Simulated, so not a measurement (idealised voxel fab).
The document below concerns the process module designated voxel ribs on slabs.
It is cross-section cut that appears here, measuring 260 nm in width, its square cells being 5 nm in size.
When this document writes out a cross-section, it uses a grid of square cells and lists it as bands, beginning at the top and moving down, with a band standing for one or more rows of cells. The entry gives the band's vertical extent as a top height and a bottom height in nm, then its horizontal make-up as materials from left to right, each with a width in nm. "blank" stands for empty space; a single material marked "throughout" fills the band edge to edge. Convention: height 0 is the level below which the wafer, as received, is all one material. The lowest band does not terminate at the bottom but continues downward, represented as "0 nm and below". A width such as "30 to 40" changes by the same amount from each row of cells to the next, from the band's top row to its bottom row. The cross-section has no changed cell in any step marked "nothing was modified". What "Closed internal voids" gives you is every empty space of 8 cells or more that is cut off from the top. Each appears as width x height at distance, with the distance taken from the left edge and width, height and distance all in nm. If you see something after the settings on a step's line, that's the simulator's own remark about that step. The line of a step may include "overlay nm". On a step with a mask, this value is how far to the right of its planned place the mask lay. A negative value means the mask lay to the left.
-- Planned process steps
1) RECEIVE, material Si
2) DIRECTIONAL_DEP, material SiO2, thk nm 30
3) DIRECTIONAL_DEP, material SiN, thk nm 20
4) DIRECTIONAL_DEP, material aC, thk nm 10
5) PATTERN, tone cover, mask id RIB, material resist, width nm 20, thk nm 25, overlay nm 0
6) DIRECTIONAL_ETCH, etch materials aC, depth nm 10
7) STRIP, etch materials resist
8) DIRECTIONAL_ETCH, etch materials SiN, depth nm 5
9) STRIP, etch materials aC
10) PATTERN, tone cover, mask id SLAB, material resist, width nm 70, thk nm 15, overlay nm 0
11) DIRECTIONAL_ETCH, etch materials SiN, depth nm 15
12) STRIP, etch materials resist
13) FILL_DEP, material SiO2, thk nm 30
14) CMP, height nm 70
15) DIRECTIONAL_DEP, material TiN, thk nm 5
16) MASKED_ETCH, tone cover, mask id HEATER, width nm 30, etch materials TiN, depth nm 5, overlay nm 0
17) CONFORMAL_DEP, material SiO2, thk nm 5
The thk nm used in step 17 is not the same on every wafer, whereas the starting condition is; the value printed in the plan is the first wafer's.
-- first wafer as received, after step 1
0 nm and below | Si throughout
Closed internal voids: none
-- Tabulated below, wafer by wafer, are the end-of-module results: for each material, the number of cells gained (+) or lost (-) relative to the as-received state, followed by the closed voids
thk nm 5 | +46 SiN | +736 SiO2 | +6 TiN | Closed internal voids: none
thk nm 10 | +46 SiN | +790 SiO2 | +6 TiN | Closed internal voids: none
thk nm 15 | +46 SiN | +844 SiO2 | +6 TiN | Closed internal voids: none
thk nm 20 | +46 SiN | +898 SiO2 | +6 TiN | Closed internal voids: none
